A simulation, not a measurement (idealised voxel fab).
voxel self aligned vias: a process module
Xsec cut, 285 nm wide, square cell size 5 nm.
A cross-section in this document is a grid of square cells, and it is written down as bands, the top band listed before the ones below it; a band is made up of one or more rows of cells. It is stipulated that each band's entry specify, in nanometres, the height of the top of the band and then that of its bottom, followed by the materials of the band in left-to-right sequence, each together with its width in nanometres. A single material marked by the word "everywhere" is understood to fill the band from edge to edge; the word "empty" is understood to denote empty space. The level at which height equals 0 is the one under which the wafer, as it arrives, is entirely one material. No lower edge exists for the bottom band, which continues downward and is notated as in "0 -> down". A width given as "30..40" starts at the first number in the band's top row and ends at the second number in its bottom row, shifting by an equal amount at every step from row to row. "nothing got changed" after a step means that no cell of the cross-section changed. You'll see "Closed void table" listing empty spaces that have no way open to the top, as long as they're 8 cells or more; the notation is width x height at distance, where the distance is from the left edge, and all of it is in nm. Read whatever lies past the settings on a step's line as the simulator's own remark about the step. Steps that use a mask can have "overlay nm" on their line. It says how far the mask sat to the right of where it was meant to be. Negative means to the left. Pairs, read this way: before one process step on the one hand, after it on the other, the after cross-section ending at the lowest band that changed; the step between, settings included, beneath. Same starting wafer throughout, but possibly different runs of this module, so no pair continues from the pair above unless its entry headed "Status quo ante" says so.

**Status quo ante**
0 -> down  Si everywhere
Closed void table: none

**Post-Step Cross-Section**
10 -> 0  SiO2 everywhere
Whatever lies below 0 is exactly as it was before.
Closed void table: none
The two cross-sections above are separated by a single process step, namely CONFORMAL_DEP,material SiO2,thk nm 10

Status quo ante: Reference is made to the cross-section shown after the step in the pair directly above, which represents the state prior to this step.

**Post-Step Cross-Section**
15 -> 10  SiCN everywhere
Whatever lies below 10 is exactly as it was before.
Closed void table: none
The two cross-sections above are separated by a single process step, namely CONFORMAL_DEP,material SiCN,thk nm 5

Status quo ante: Reference is made to the cross-section shown after the step in the pair directly above, which represents the state prior to this step.

**Post-Step Cross-Section**
35 -> 15  lowk everywhere
Whatever lies below 15 is exactly as it was before.
Closed void table: none
The two cross-sections above are separated by a single process step, namely DIRECTIONAL_DEP,material lowk,thk nm 20

Status quo ante: Reference is made to the cross-section shown after the step in the pair directly above, which represents the state prior to this step.

**Post-Step Cross-Section**
35 -> 15  lowk: 75  empty: 25  lowk: 30  empty: 25  lowk: 30  empty: 25  lowk: 75
Whatever lies below 15 is exactly as it was before.
Closed void table: none
The two cross-sections above are separated by a single process step, namely MASKED_ETCH,tone open,mask id LINES,width nm 25,pitch nm 55,etch materials lowk,depth nm 20,overlay nm 0

Status quo ante: Reference is made to the cross-section shown after the step in the pair directly above, which represents the state prior to this step.

**Post-Step Cross-Section**
40 -> 35  TiN: 80  empty: 15  TiN: 40  empty: 15  TiN: 40  empty: 15  TiN: 80
35 -> 20  lowk: 75  TiN: 5  empty: 15  TiN: 5  lowk: 30  TiN: 5  empty: 15  TiN: 5  lowk: 30  TiN: 5  empty: 15  TiN: 5  lowk: 75
20 -> 15  lowk: 75  TiN: 25  lowk: 30  TiN: 25  lowk: 30  TiN: 25  lowk: 75
Whatever lies below 15 is exactly as it was before.
Closed void table: none
The two cross-sections above are separated by a single process step, namely CONFORMAL_DEP,material TiN,thk nm 5

Status quo ante: Reference is made to the cross-section shown after the step in the pair directly above, which represents the state prior to this step.

**Post-Step Cross-Section**
50 -> 40  Ru everywhere
40 -> 35  TiN: 80  Ru: 15  TiN: 40  Ru: 15  TiN: 40  Ru: 15  TiN: 80
35 -> 20  lowk: 75  TiN: 5  Ru: 15  TiN: 5  lowk: 30  TiN: 5  Ru: 15  TiN: 5  lowk: 30  TiN: 5  Ru: 15  TiN: 5  lowk: 75
Whatever lies below 20 is exactly as it was before.
Closed void table: none
The two cross-sections above are separated by a single process step, namely FILL_DEP,material Ru,thk nm 10

Status quo ante: Reference is made to the cross-section shown after the step in the pair directly above, which represents the state prior to this step.

**Post-Step Cross-Section**
35 -> 20  lowk: 75  TiN: 5  Ru: 15  TiN: 5  lowk: 30  TiN: 5  Ru: 15  TiN: 5  lowk: 30  TiN: 5  Ru: 15  TiN: 5  lowk: 75
Whatever lies below 20 is exactly as it was before.
Closed void table: none
The two cross-sections above are separated by a single process step, namely CMP,height nm 35

Status quo ante: Reference is made to the cross-section shown after the step in the pair directly above, which represents the state prior to this step.

**Post-Step Cross-Section**
35 -> 30  lowk: 75  empty: 25  lowk: 30  empty: 25  lowk: 30  empty: 25  lowk: 75
Whatever lies below 30 is exactly as it was before.
Closed void table: none
The two cross-sections above are separated by a single process step, namely SELECTIVE_ETCH,etch materials W Ru TiN,depth nm 5

Status quo ante: Reference is made to the cross-section shown after the step in the pair directly above, which represents the state prior to this step.

**Post-Step Cross-Section**
45 -> 35  SiN everywhere
35 -> 30  lowk: 75  SiN: 25  lowk: 30  SiN: 25  lowk: 30  SiN: 25  lowk: 75
Whatever lies below 30 is exactly as it was before.
Closed void table: none
The two cross-sections above are separated by a single process step, namely FILL_DEP,material SiN,thk nm 10

Status quo ante: Reference is made to the cross-section shown after the step in the pair directly above, which represents the state prior to this step.

**Post-Step Cross-Section**
35 -> 30  lowk: 75  SiN: 25  lowk: 30  SiN: 25  lowk: 30  SiN: 25  lowk: 75
Whatever lies below 30 is exactly as it was before.
Closed void table: none
The two cross-sections above are separated by a single process step, namely CMP,height nm 35

Status quo ante: Reference is made to the cross-section shown after the step in the pair directly above, which represents the state prior to this step.

**Post-Step Cross-Section**
55 -> 35  lowk everywhere
Whatever lies below 35 is exactly as it was before.
Closed void table: none
The two cross-sections above are separated by a single process step, namely DIRECTIONAL_DEP,material lowk,thk nm 20

Status quo ante: Reference is made to the cross-section shown after the step in the pair directly above, which represents the state prior to this step.

**Post-Step Cross-Section**
75 -> 55  resist: 70  empty: 35  resist: 75  empty: 35  resist: 70
Whatever lies below 55 is exactly as it was before.
Closed void table: none
The two cross-sections above are separated by a single process step, namely PATTERN,tone open,mask id VIAS,material resist,width nm 35,pitch nm 110,thk nm 20,overlay nm 0

Status quo ante: Reference is made to the cross-section shown after the step in the pair directly above, which represents the state prior to this step.

**Post-Step Cross-Section**
75 -> 55  resist: 70  empty: 35  resist: 75  empty: 35  resist: 70
55 -> 35  lowk: 70  empty: 35  lowk: 75  empty: 35  lowk: 70
Whatever lies below 35 is exactly as it was before.
Closed void table: none
The two cross-sections above are separated by a single process step, namely DIRECTIONAL_ETCH,etch materials lowk,depth nm 20

Status quo ante: Reference is made to the cross-section shown after the step in the pair directly above, which represents the state prior to this step.

**Post-Step Cross-Section**
75 -> 55  resist: 70  empty: 35  resist: 75  empty: 35  resist: 70
55 -> 35  lowk: 70  empty: 35  lowk: 75  empty: 35  lowk: 70
35 -> 30  lowk: 75  empty: 25  lowk: 30  SiN: 25  lowk: 30  empty: 25  lowk: 75
Whatever lies below 30 is exactly as it was before.
Closed void table: none
The two cross-sections above are separated by a single process step, namely DIRECTIONAL_ETCH,etch materials SiN,depth nm 5

Status quo ante: Reference is made to the cross-section shown after the step in the pair directly above, which represents the state prior to this step.

**Post-Step Cross-Section**
55 -> 35  lowk: 70  empty: 35  lowk: 75  empty: 35  lowk: 70
Whatever lies below 35 is exactly as it was before.
Closed void table: none
The two cross-sections above are separated by a single process step, namely STRIP,etch materials resist

Status quo ante: Reference is made to the cross-section shown after the step in the pair directly above, which represents the state prior to this step.

**Post-Step Cross-Section**
60 -> 55  TiN: 75  empty: 25  TiN: 85  empty: 25  TiN: 75
55 -> 40  lowk: 70  TiN: 5  empty: 25  TiN: 5  lowk: 75  TiN: 5  empty: 25  TiN: 5  lowk: 70
40 -> 35  lowk: 70  TiN: 10  empty: 15  TiN: 10  lowk: 75  TiN: 10  empty: 15  TiN: 10  lowk: 70
35 -> 30  lowk: 75  TiN: 25  lowk: 30  SiN: 25  lowk: 30  TiN: 25  lowk: 75
Whatever lies below 30 is exactly as it was before.
Closed void table: none
The two cross-sections above are separated by a single process step, namely CONFORMAL_DEP,material TiN,thk nm 5

Status quo ante: Reference is made to the cross-section shown after the step in the pair directly above, which represents the state prior to this step.

**Post-Step Cross-Section**
65 -> 60  W everywhere
60 -> 55  TiN: 75  W: 25  TiN: 85  W: 25  TiN: 75
55 -> 40  lowk: 70  TiN: 5  W: 25  TiN: 5  lowk: 75  TiN: 5  W: 25  TiN: 5  lowk: 70
40 -> 35  lowk: 70  TiN: 10  W: 15  TiN: 10  lowk: 75  TiN: 10  W: 15  TiN: 10  lowk: 70
Whatever lies below 35 is exactly as it was before.
Closed void table: none
The two cross-sections above are separated by a single process step, namely FILL_DEP,material W,thk nm 5

Status quo ante: Reference is made to the cross-section shown after the step in the pair directly above, which represents the state prior to this step.

**Post-Step Cross-Section**
55 -> 40  lowk: 70  TiN: 5  W: 25  TiN: 5  lowk: 75  TiN: 5  W: 25  TiN: 5  lowk: 70
Whatever lies below 40 is exactly as it was before.
Closed void table: none
The two cross-sections above are separated by a single process step, namely CMP,height nm 55

Status quo ante: Reference is made to the cross-section shown after the step in the pair directly above, which represents the state prior to this step.

**Post-Step Cross-Section**
60 -> 55  SiN everywhere
Whatever lies below 55 is exactly as it was before.
Closed void table: none
The two cross-sections above are separated by a single process step, namely CONFORMAL_DEP,material SiN,thk nm 5

**Status quo ante**
0 -> down  Si everywhere
Closed void table: none

**Post-Step Cross-Section**
5 -> 0  SiCN everywhere
Whatever lies below 0 is exactly as it was before.
Closed void table: none
The two cross-sections above are separated by a single process step, namely CONFORMAL_DEP,material SiCN,thk nm 5

Status quo ante: Reference is made to the cross-section shown after the step in the pair directly above, which represents the state prior to this step.

**Post-Step Cross-Section**
25 -> 5  lowk everywhere
Whatever lies below 5 is exactly as it was before.
Closed void table: none
The two cross-sections above are separated by a single process step, namely DIRECTIONAL_DEP,material lowk,thk nm 20

Status quo ante: Reference is made to the cross-section shown after the step in the pair directly above, which represents the state prior to this step.

**Post-Step Cross-Section**
25 -> 5  lowk: 75  empty: 25  lowk: 30  empty: 25  lowk: 30  empty: 25  lowk: 75
Whatever lies below 5 is exactly as it was before.
Closed void table: none
The two cross-sections above are separated by a single process step, namely MASKED_ETCH,tone open,mask id LINES,width nm 25,pitch nm 55,etch materials lowk,depth nm 20,overlay nm 0

Status quo ante: Reference is made to the cross-section shown after the step in the pair directly above, which represents the state prior to this step.

**Post-Step Cross-Section**
30 -> 25  TiN: 80  empty: 15  TiN: 40  empty: 15  TiN: 40  empty: 15  TiN: 80
25 -> 10  lowk: 75  TiN: 5  empty: 15  TiN: 5  lowk: 30  TiN: 5  empty: 15  TiN: 5  lowk: 30  TiN: 5  empty: 15  TiN: 5  lowk: 75
10 -> 5  lowk: 75  TiN: 25  lowk: 30  TiN: 25  lowk: 30  TiN: 25  lowk: 75
Whatever lies below 5 is exactly as it was before.
Closed void table: none
The two cross-sections above are separated by a single process step, namely CONFORMAL_DEP,material TiN,thk nm 5

Status quo ante: Reference is made to the cross-section shown after the step in the pair directly above, which represents the state prior to this step.

**Post-Step Cross-Section**
40 -> 30  Ru everywhere
30 -> 25  TiN: 80  Ru: 15  TiN: 40  Ru: 15  TiN: 40  Ru: 15  TiN: 80
25 -> 10  lowk: 75  TiN: 5  Ru: 15  TiN: 5  lowk: 30  TiN: 5  Ru: 15  TiN: 5  lowk: 30  TiN: 5  Ru: 15  TiN: 5  lowk: 75
Whatever lies below 10 is exactly as it was before.
Closed void table: none
The two cross-sections above are separated by a single process step, namely FILL_DEP,material Ru,thk nm 10

Status quo ante: Reference is made to the cross-section shown after the step in the pair directly above, which represents the state prior to this step.

**Post-Step Cross-Section**
35 -> 30  Ru everywhere
Whatever lies below 30 is exactly as it was before.
Closed void table: none
The two cross-sections above are separated by a single process step, namely CMP,height nm 35

Status quo ante: Reference is made to the cross-section shown after the step in the pair directly above, which represents the state prior to this step.

**Post-Step Cross-Section**
30 -> 25  TiN: 80  Ru: 15  TiN: 40  Ru: 15  TiN: 40  Ru: 15  TiN: 80
Whatever lies below 25 is exactly as it was before.
Closed void table: none
The two cross-sections above are separated by a single process step, namely SELECTIVE_ETCH,etch materials W Ru TiN,depth nm 5

Status quo ante: Reference is made to the cross-section shown after the step in the pair directly above, which represents the state prior to this step.

**Post-Step Cross-Section**
40 -> 30  SiN everywhere
Whatever lies below 30 is exactly as it was before.
Closed void table: none
The two cross-sections above are separated by a single process step, namely FILL_DEP,material SiN,thk nm 10

Status quo ante: Reference is made to the cross-section shown after the step in the pair directly above, which represents the state prior to this step.

**Post-Step Cross-Section**
35 -> 30  SiN everywhere
Whatever lies below 30 is exactly as it was before.
Closed void table: none
The two cross-sections above are separated by a single process step, namely CMP,height nm 35

Status quo ante: Reference is made to the cross-section shown after the step in the pair directly above, which represents the state prior to this step.

**Post-Step Cross-Section**
55 -> 35  lowk everywhere
Whatever lies below 35 is exactly as it was before.
Closed void table: none
The two cross-sections above are separated by a single process step, namely DIRECTIONAL_DEP,material lowk,thk nm 20

Status quo ante: Reference is made to the cross-section shown after the step in the pair directly above, which represents the state prior to this step.

**Post-Step Cross-Section**
75 -> 55  resist: 70  empty: 35  resist: 75  empty: 35  resist: 70
Whatever lies below 55 is exactly as it was before.
Closed void table: none
The two cross-sections above are separated by a single process step, namely PATTERN,tone open,mask id VIAS,material resist,width nm 35,pitch nm 110,thk nm 20,overlay nm 0

Status quo ante: Reference is made to the cross-section shown after the step in the pair directly above, which represents the state prior to this step.

**Post-Step Cross-Section**
75 -> 55  resist: 70  empty: 35  resist: 75  empty: 35  resist: 70
55 -> 35  lowk: 70  empty: 35  lowk: 75  empty: 35  lowk: 70
Whatever lies below 35 is exactly as it was before.
Closed void table: none
The two cross-sections above are separated by a single process step, namely DIRECTIONAL_ETCH,etch materials lowk,depth nm 20

Status quo ante: Reference is made to the cross-section shown after the step in the pair directly above, which represents the state prior to this step.

**Post-Step Cross-Section**
75 -> 55  resist: 70  empty: 35  resist: 75  empty: 35  resist: 70
55 -> 35  lowk: 70  empty: 35  lowk: 75  empty: 35  lowk: 70
35 -> 30  SiN: 70  empty: 35  SiN: 75  empty: 35  SiN: 70
Whatever lies below 30 is exactly as it was before.
Closed void table: none
The two cross-sections above are separated by a single process step, namely DIRECTIONAL_ETCH,etch materials SiN,depth nm 5

Status quo ante: Reference is made to the cross-section shown after the step in the pair directly above, which represents the state prior to this step.

**Post-Step Cross-Section**
55 -> 35  lowk: 70  empty: 35  lowk: 75  empty: 35  lowk: 70
Whatever lies below 35 is exactly as it was before.
Closed void table: none
The two cross-sections above are separated by a single process step, namely STRIP,etch materials resist

Status quo ante: Reference is made to the cross-section shown after the step in the pair directly above, which represents the state prior to this step.

**Post-Step Cross-Section**
60 -> 55  TiN: 75  empty: 25  TiN: 85  empty: 25  TiN: 75
55 -> 35  lowk: 70  TiN: 5  empty: 25  TiN: 5  lowk: 75  TiN: 5  empty: 25  TiN: 5  lowk: 70
35 -> 30  SiN: 70  TiN: 35  SiN: 75  TiN: 35  SiN: 70
Whatever lies below 30 is exactly as it was before.
Closed void table: none
The two cross-sections above are separated by a single process step, namely CONFORMAL_DEP,material TiN,thk nm 5

Status quo ante: Reference is made to the cross-section shown after the step in the pair directly above, which represents the state prior to this step.

**Post-Step Cross-Section**
65 -> 60  W everywhere
60 -> 55  TiN: 75  W: 25  TiN: 85  W: 25  TiN: 75
55 -> 35  lowk: 70  TiN: 5  W: 25  TiN: 5  lowk: 75  TiN: 5  W: 25  TiN: 5  lowk: 70
Whatever lies below 35 is exactly as it was before.
Closed void table: none
The two cross-sections above are separated by a single process step, namely FILL_DEP,material W,thk nm 5

Status quo ante: Reference is made to the cross-section shown after the step in the pair directly above, which represents the state prior to this step.

**Post-Step Cross-Section**
55 -> 35  lowk: 70  TiN: 5  W: 25  TiN: 5  lowk: 75  TiN: 5  W: 25  TiN: 5  lowk: 70
Whatever lies below 35 is exactly as it was before.
Closed void table: none
The two cross-sections above are separated by a single process step, namely CMP,height nm 55

Status quo ante: Reference is made to the cross-section shown after the step in the pair directly above, which represents the state prior to this step.

**Post-Step Cross-Section**
60 -> 55  SiN everywhere
Whatever lies below 55 is exactly as it was before.
Closed void table: none
The two cross-sections above are separated by a single process step, namely CONFORMAL_DEP,material SiN,thk nm 5

**Status quo ante**
75 -> 55  resist: 70  empty: 35  resist: 75  empty: 35  resist: 70
55 -> 35  lowk: 70  empty: 35  lowk: 75  empty: 35  lowk: 70
35 -> 30  lowk: 75  SiN: 25  lowk: 30  SiN: 25  lowk: 30  SiN: 25  lowk: 75
30 -> 20  lowk: 75  TiN: 5  Ru: 15  TiN: 5  lowk: 30  TiN: 5  Ru: 15  TiN: 5  lowk: 30  TiN: 5  Ru: 15  TiN: 5  lowk: 75
20 -> 15  lowk: 75  TiN: 25  lowk: 30  TiN: 25  lowk: 30  TiN: 25  lowk: 75
15 -> 10  SiCN everywhere
10 -> 0  SiO2 everywhere
0 -> down  Si everywhere
Closed void table: none

**Post-Step Cross-Section**
75 -> 55  resist: 70  empty: 35  resist: 75  empty: 35  resist: 70
55 -> 35  lowk: 70  empty: 35  lowk: 75  empty: 35  lowk: 70
35 -> 30  lowk: 70  empty: 5  SiN: 25  empty: 5  lowk: 25  SiN: 25  lowk: 25  empty: 5  SiN: 25  empty: 5  lowk: 70
30 -> 20  lowk: 70  empty: 5  TiN: 5  Ru: 15  TiN: 5  empty: 5  lowk: 25  TiN: 5  Ru: 15  TiN: 5  lowk: 25  empty: 5  TiN: 5  Ru: 15  TiN: 5  empty: 5  lowk: 70
20 -> 15  lowk: 70  empty: 5  TiN: 25  empty: 5  lowk: 25  TiN: 25  lowk: 25  empty: 5  TiN: 25  empty: 5  lowk: 70
Whatever lies below 15 is exactly as it was before.
Closed void table: none
The two cross-sections above are separated by a single process step, namely DIRECTIONAL_ETCH,etch materials lowk,depth nm 20

Status quo ante: Reference is made to the cross-section shown after the step in the pair directly above, which represents the state prior to this step.

**Post-Step Cross-Section**
75 -> 55  resist: 70  empty: 35  resist: 75  empty: 35  resist: 70
55 -> 35  lowk: 70  empty: 35  lowk: 75  empty: 35  lowk: 70
35 -> 30  lowk: 70  empty: 35  lowk: 25  SiN: 25  lowk: 25  empty: 35  lowk: 70
Whatever lies below 30 is exactly as it was before.
Closed void table: none
The two cross-sections above are separated by a single process step, namely DIRECTIONAL_ETCH,etch materials SiN,depth nm 5

Status quo ante: Reference is made to the cross-section shown after the step in the pair directly above, which represents the state prior to this step.

**Post-Step Cross-Section**
55 -> 35  lowk: 70  empty: 35  lowk: 75  empty: 35  lowk: 70
Whatever lies below 35 is exactly as it was before.
Closed void table: none
The two cross-sections above are separated by a single process step, namely STRIP,etch materials resist

Status quo ante: Reference is made to the cross-section shown after the step in the pair directly above, which represents the state prior to this step.

**Post-Step Cross-Section**
60 -> 55  TiN: 75  empty: 25  TiN: 85  empty: 25  TiN: 75
55 -> 35  lowk: 70  TiN: 5  empty: 25  TiN: 5  lowk: 75  TiN: 5  empty: 25  TiN: 5  lowk: 70
35 -> 30  lowk: 70  TiN: 35  lowk: 25  SiN: 25  lowk: 25  TiN: 35  lowk: 70
30 -> 20  lowk: 70  TiN: 10  Ru: 15  TiN: 10  lowk: 25  TiN: 5  Ru: 15  TiN: 5  lowk: 25  TiN: 10  Ru: 15  TiN: 10  lowk: 70
20 -> 15  lowk: 70  TiN: 35  lowk: 25  TiN: 25  lowk: 25  TiN: 35  lowk: 70
Whatever lies below 15 is exactly as it was before.
Closed void table: none
The two cross-sections above are separated by a single process step, namely CONFORMAL_DEP,material TiN,thk nm 5

Status quo ante: Reference is made to the cross-section shown after the step in the pair directly above, which represents the state prior to this step.

**Post-Step Cross-Section**
65 -> 60  W everywhere
60 -> 55  TiN: 75  W: 25  TiN: 85  W: 25  TiN: 75
55 -> 35  lowk: 70  TiN: 5  W: 25  TiN: 5  lowk: 75  TiN: 5  W: 25  TiN: 5  lowk: 70
Whatever lies below 35 is exactly as it was before.
Closed void table: none
The two cross-sections above are separated by a single process step, namely FILL_DEP,material W,thk nm 5

Status quo ante: Reference is made to the cross-section shown after the step in the pair directly above, which represents the state prior to this step.

**Post-Step Cross-Section**
55 -> 35  lowk: 70  TiN: 5  W: 25  TiN: 5  lowk: 75  TiN: 5  W: 25  TiN: 5  lowk: 70
Whatever lies below 35 is exactly as it was before.
Closed void table: none
The two cross-sections above are separated by a single process step, namely CMP,height nm 55

Status quo ante: Reference is made to the cross-section shown after the step in the pair directly above, which represents the state prior to this step.

**Post-Step Cross-Section**
60 -> 55  SiN everywhere
Whatever lies below 55 is exactly as it was before.
Closed void table: none
The two cross-sections above are separated by a single process step, namely CONFORMAL_DEP,material SiN,thk nm 5

**Status quo ante**
5 -> 0  SiCN everywhere
0 -> down  Si everywhere
Closed void table: none

**Post-Step Cross-Section**
15 -> 5  SiO2 everywhere
Whatever lies below 5 is exactly as it was before.
Closed void table: none
The two cross-sections above are separated by a single process step, namely CONFORMAL_DEP,material SiO2,thk nm 10

Status quo ante: Reference is made to the cross-section shown after the step in the pair directly above, which represents the state prior to this step.

**Post-Step Cross-Section**
35 -> 15  lowk everywhere
Whatever lies below 15 is exactly as it was before.
Closed void table: none
The two cross-sections above are separated by a single process step, namely DIRECTIONAL_DEP,material lowk,thk nm 20

Status quo ante: Reference is made to the cross-section shown after the step in the pair directly above, which represents the state prior to this step.

**Post-Step Cross-Section**
35 -> 15  lowk: 75  empty: 25  lowk: 30  empty: 25  lowk: 30  empty: 25  lowk: 75
Whatever lies below 15 is exactly as it was before.
Closed void table: none
The two cross-sections above are separated by a single process step, namely MASKED_ETCH,tone open,mask id LINES,width nm 25,pitch nm 55,etch materials lowk,depth nm 20,overlay nm 0

Status quo ante: Reference is made to the cross-section shown after the step in the pair directly above, which represents the state prior to this step.

**Post-Step Cross-Section**
40 -> 35  TiN: 80  empty: 15  TiN: 40  empty: 15  TiN: 40  empty: 15  TiN: 80
35 -> 20  lowk: 75  TiN: 5  empty: 15  TiN: 5  lowk: 30  TiN: 5  empty: 15  TiN: 5  lowk: 30  TiN: 5  empty: 15  TiN: 5  lowk: 75
20 -> 15  lowk: 75  TiN: 25  lowk: 30  TiN: 25  lowk: 30  TiN: 25  lowk: 75
Whatever lies below 15 is exactly as it was before.
Closed void table: none
The two cross-sections above are separated by a single process step, namely CONFORMAL_DEP,material TiN,thk nm 5

Status quo ante: Reference is made to the cross-section shown after the step in the pair directly above, which represents the state prior to this step.

**Post-Step Cross-Section**
50 -> 40  Ru everywhere
40 -> 35  TiN: 80  Ru: 15  TiN: 40  Ru: 15  TiN: 40  Ru: 15  TiN: 80
35 -> 20  lowk: 75  TiN: 5  Ru: 15  TiN: 5  lowk: 30  TiN: 5  Ru: 15  TiN: 5  lowk: 30  TiN: 5  Ru: 15  TiN: 5  lowk: 75
Whatever lies below 20 is exactly as it was before.
Closed void table: none
The two cross-sections above are separated by a single process step, namely FILL_DEP,material Ru,thk nm 10

Status quo ante: Reference is made to the cross-section shown after the step in the pair directly above, which represents the state prior to this step.

**Post-Step Cross-Section**
35 -> 20  lowk: 75  TiN: 5  Ru: 15  TiN: 5  lowk: 30  TiN: 5  Ru: 15  TiN: 5  lowk: 30  TiN: 5  Ru: 15  TiN: 5  lowk: 75
Whatever lies below 20 is exactly as it was before.
Closed void table: none
The two cross-sections above are separated by a single process step, namely CMP,height nm 35

Status quo ante: Reference is made to the cross-section shown after the step in the pair directly above, which represents the state prior to this step.

**Post-Step Cross-Section**
35 -> 30  lowk: 75  empty: 25  lowk: 30  empty: 25  lowk: 30  empty: 25  lowk: 75
Whatever lies below 30 is exactly as it was before.
Closed void table: none
The two cross-sections above are separated by a single process step, namely SELECTIVE_ETCH,etch materials W Ru TiN,depth nm 5

Status quo ante: Reference is made to the cross-section shown after the step in the pair directly above, which represents the state prior to this step.

**Post-Step Cross-Section**
45 -> 35  SiN everywhere
35 -> 30  lowk: 75  SiN: 25  lowk: 30  SiN: 25  lowk: 30  SiN: 25  lowk: 75
Whatever lies below 30 is exactly as it was before.
Closed void table: none
The two cross-sections above are separated by a single process step, namely FILL_DEP,material SiN,thk nm 10

Status quo ante: Reference is made to the cross-section shown after the step in the pair directly above, which represents the state prior to this step.

**Post-Step Cross-Section**
35 -> 30  lowk: 75  SiN: 25  lowk: 30  SiN: 25  lowk: 30  SiN: 25  lowk: 75
Whatever lies below 30 is exactly as it was before.
Closed void table: none
The two cross-sections above are separated by a single process step, namely CMP,height nm 35

Status quo ante: Reference is made to the cross-section shown after the step in the pair directly above, which represents the state prior to this step.

**Post-Step Cross-Section**
55 -> 35  lowk everywhere
Whatever lies below 35 is exactly as it was before.
Closed void table: none
The two cross-sections above are separated by a single process step, namely DIRECTIONAL_DEP,material lowk,thk nm 20

Status quo ante: Reference is made to the cross-section shown after the step in the pair directly above, which represents the state prior to this step.

**Post-Step Cross-Section**
75 -> 55  resist: 70  empty: 35  resist: 75  empty: 35  resist: 70
Whatever lies below 55 is exactly as it was before.
Closed void table: none
The two cross-sections above are separated by a single process step, namely PATTERN,tone open,mask id VIAS,material resist,width nm 35,pitch nm 110,thk nm 20,overlay nm 0

Status quo ante: Reference is made to the cross-section shown after the step in the pair directly above, which represents the state prior to this step.

**Post-Step Cross-Section**
75 -> 55  resist: 70  empty: 35  resist: 75  empty: 35  resist: 70
55 -> 35  lowk: 70  empty: 35  lowk: 75  empty: 35  lowk: 70
Whatever lies below 35 is exactly as it was before.
Closed void table: none
The two cross-sections above are separated by a single process step, namely DIRECTIONAL_ETCH,etch materials lowk,depth nm 20

Status quo ante: Reference is made to the cross-section shown after the step in the pair directly above, which represents the state prior to this step.

**Post-Step Cross-Section**
75 -> 55  resist: 70  empty: 35  resist: 75  empty: 35  resist: 70
55 -> 35  lowk: 70  empty: 35  lowk: 75  empty: 35  lowk: 70
35 -> 30  lowk: 75  empty: 25  lowk: 30  SiN: 25  lowk: 30  empty: 25  lowk: 75
Whatever lies below 30 is exactly as it was before.
Closed void table: none
The two cross-sections above are separated by a single process step, namely DIRECTIONAL_ETCH,etch materials SiN,depth nm 5

Status quo ante: Reference is made to the cross-section shown after the step in the pair directly above, which represents the state prior to this step.

**Post-Step Cross-Section**
55 -> 35  lowk: 70  empty: 35  lowk: 75  empty: 35  lowk: 70
Whatever lies below 35 is exactly as it was before.
Closed void table: none
The two cross-sections above are separated by a single process step, namely STRIP,etch materials resist

Status quo ante: Reference is made to the cross-section shown after the step in the pair directly above, which represents the state prior to this step.

**Post-Step Cross-Section**
60 -> 55  TiN: 75  empty: 25  TiN: 85  empty: 25  TiN: 75
55 -> 40  lowk: 70  TiN: 5  empty: 25  TiN: 5  lowk: 75  TiN: 5  empty: 25  TiN: 5  lowk: 70
40 -> 35  lowk: 70  TiN: 10  empty: 15  TiN: 10  lowk: 75  TiN: 10  empty: 15  TiN: 10  lowk: 70
35 -> 30  lowk: 75  TiN: 25  lowk: 30  SiN: 25  lowk: 30  TiN: 25  lowk: 75
Whatever lies below 30 is exactly as it was before.
Closed void table: none
The two cross-sections above are separated by a single process step, namely CONFORMAL_DEP,material TiN,thk nm 5

Status quo ante: Reference is made to the cross-section shown after the step in the pair directly above, which represents the state prior to this step.

**Post-Step Cross-Section**
65 -> 60  W everywhere
60 -> 55  TiN: 75  W: 25  TiN: 85  W: 25  TiN: 75
55 -> 40  lowk: 70  TiN: 5  W: 25  TiN: 5  lowk: 75  TiN: 5  W: 25  TiN: 5  lowk: 70
40 -> 35  lowk: 70  TiN: 10  W: 15  TiN: 10  lowk: 75  TiN: 10  W: 15  TiN: 10  lowk: 70
Whatever lies below 35 is exactly as it was before.
Closed void table: none
The two cross-sections above are separated by a single process step, namely FILL_DEP,material W,thk nm 5

Status quo ante: Reference is made to the cross-section shown after the step in the pair directly above, which represents the state prior to this step.

**Post-Step Cross-Section**
55 -> 40  lowk: 70  TiN: 5  W: 25  TiN: 5  lowk: 75  TiN: 5  W: 25  TiN: 5  lowk: 70
Whatever lies below 40 is exactly as it was before.
Closed void table: none
The two cross-sections above are separated by a single process step, namely CMP,height nm 55

Status quo ante: Reference is made to the cross-section shown after the step in the pair directly above, which represents the state prior to this step.

**Post-Step Cross-Section**
60 -> 55  SiN everywhere
Whatever lies below 55 is exactly as it was before.
Closed void table: none
The two cross-sections above are separated by a single process step, namely CONFORMAL_DEP,material SiN,thk nm 5

**Status quo ante**
75 -> 55  resist: 70  empty: 35  resist: 75  empty: 35  resist: 70
55 -> 35  lowk everywhere
35 -> 30  lowk: 75  SiN: 25  lowk: 30  SiN: 25  lowk: 30  SiN: 25  lowk: 75
30 -> 20  lowk: 75  TiN: 5  Ru: 15  TiN: 5  lowk: 30  TiN: 5  Ru: 15  TiN: 5  lowk: 30  TiN: 5  Ru: 15  TiN: 5  lowk: 75
20 -> 15  lowk: 75  TiN: 25  lowk: 30  TiN: 25  lowk: 30  TiN: 25  lowk: 75
15 -> 10  SiCN everywhere
10 -> 0  SiO2 everywhere
0 -> down  Si everywhere
Closed void table: none

**Post-Step Cross-Section**
75 -> 55  resist: 70  empty: 35  resist: 75  empty: 35  resist: 70
55 -> 35  lowk: 70  empty: 35  lowk: 75  empty: 35  lowk: 70
35 -> 30  lowk: 70  empty: 5  SiN: 25  empty: 5  lowk: 25  SiN: 25  lowk: 25  empty: 5  SiN: 25  empty: 5  lowk: 70
30 -> 25  lowk: 70  empty: 5  TiN: 5  Ru: 15  TiN: 5  empty: 5  lowk: 25  TiN: 5  Ru: 15  TiN: 5  lowk: 25  empty: 5  TiN: 5  Ru: 15  TiN: 5  empty: 5  lowk: 70
Whatever lies below 25 is exactly as it was before.
Closed void table: none
The two cross-sections above are separated by a single process step, namely DIRECTIONAL_ETCH,etch materials lowk,depth nm 30

Status quo ante: Reference is made to the cross-section shown after the step in the pair directly above, which represents the state prior to this step.

**Post-Step Cross-Section**
75 -> 55  resist: 70  empty: 35  resist: 75  empty: 35  resist: 70
55 -> 35  lowk: 70  empty: 35  lowk: 75  empty: 35  lowk: 70
35 -> 30  lowk: 70  empty: 35  lowk: 25  SiN: 25  lowk: 25  empty: 35  lowk: 70
Whatever lies below 30 is exactly as it was before.
Closed void table: none
The two cross-sections above are separated by a single process step, namely DIRECTIONAL_ETCH,etch materials SiN,depth nm 5
